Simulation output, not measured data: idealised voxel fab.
process module | voxel lift off
cross-section cut | 280 nm wide | cells 5 nm
A cross-section is a grid of square cells, given in bands from the top down. A band is one or more rows of cells.
Each band's line starts with the height of the band's top and of its bottom, in nm. Then come its materials from left to right, each with its width in nm. One material with "throughout" fills the band from edge to edge. "air" is empty space.
Height 0 is the level under which the wafer as received is all one material. The lowest band goes on downwards, as in "0 down".
A width such as "30 to 40" changes by the same amount from each row of cells to the next, from the band's top row to its bottom row.
"no change" after a step means that no cell of the cross-section changed.
closed voids: empty space of 8 cells or more with no open way to the top, each as width x height at its distance from the left edge, in nm
after a step's settings: what the simulator itself notes on the step
overlay nm, on a step with a mask: how far to the right of its planned place the mask lay; to the left if negative
plan
1 op RECEIVE | material Si
2 op CONFORMAL_DEP | material SiN | thk nm 10
3 op PATTERN | tone open | mask id LINES | material resist | width nm 15 | pitch nm 35 | thk nm 25 | overlay nm 0
4 op DIRECTIONAL_DEP | material Ru | thk nm 10
5 op STRIP | etch materials resist
6 op CONFORMAL_DEP | material SiO2 | thk nm 5
as received, after step 1
  0 down: Si throughout
  closed voids: none
first wafer at the end, as planned
  25 to 20: air 75 | SiO2 25 | air 10 | SiO2 25 | air 10 | SiO2 25 | air 10 | SiO2 25 | air 75
  20 to 15: air 75 | SiO2 5 | Ru 15 | SiO2 5 | air 10 | SiO2 5 | Ru 15 | SiO2 5 | air 10 | SiO2 5 | Ru 15 | SiO2 5 | air 10 | SiO2 5 | Ru 15 | SiO2 5 | air 75
  15 to 10: SiO2 80 | Ru 15 | SiO2 20 | Ru 15 | SiO2 20 | Ru 15 | SiO2 20 | Ru 15 | SiO2 80
  10 to 0: SiN throughout
  0 down: Si throughout
  closed voids: none
second wafer at the end: like start, like plan, one mistake
  35 to 25: air 65 | SiO2 150 | air 65
  25 to 20: SiO2 throughout
  20 to 10: SiO2 80 | Ru 15 | SiO2 20 | Ru 15 | SiO2 20 | Ru 15 | SiO2 20 | Ru 15 | SiO2 80
  10 to 0: SiN throughout
  0 down: Si throughout
  closed voids: none
what went wrong: step 6 ran as: op CONFORMAL_DEP | material SiO2 | thk nm 15
at the end the second wafer has, in cells: 132 more of SiO2
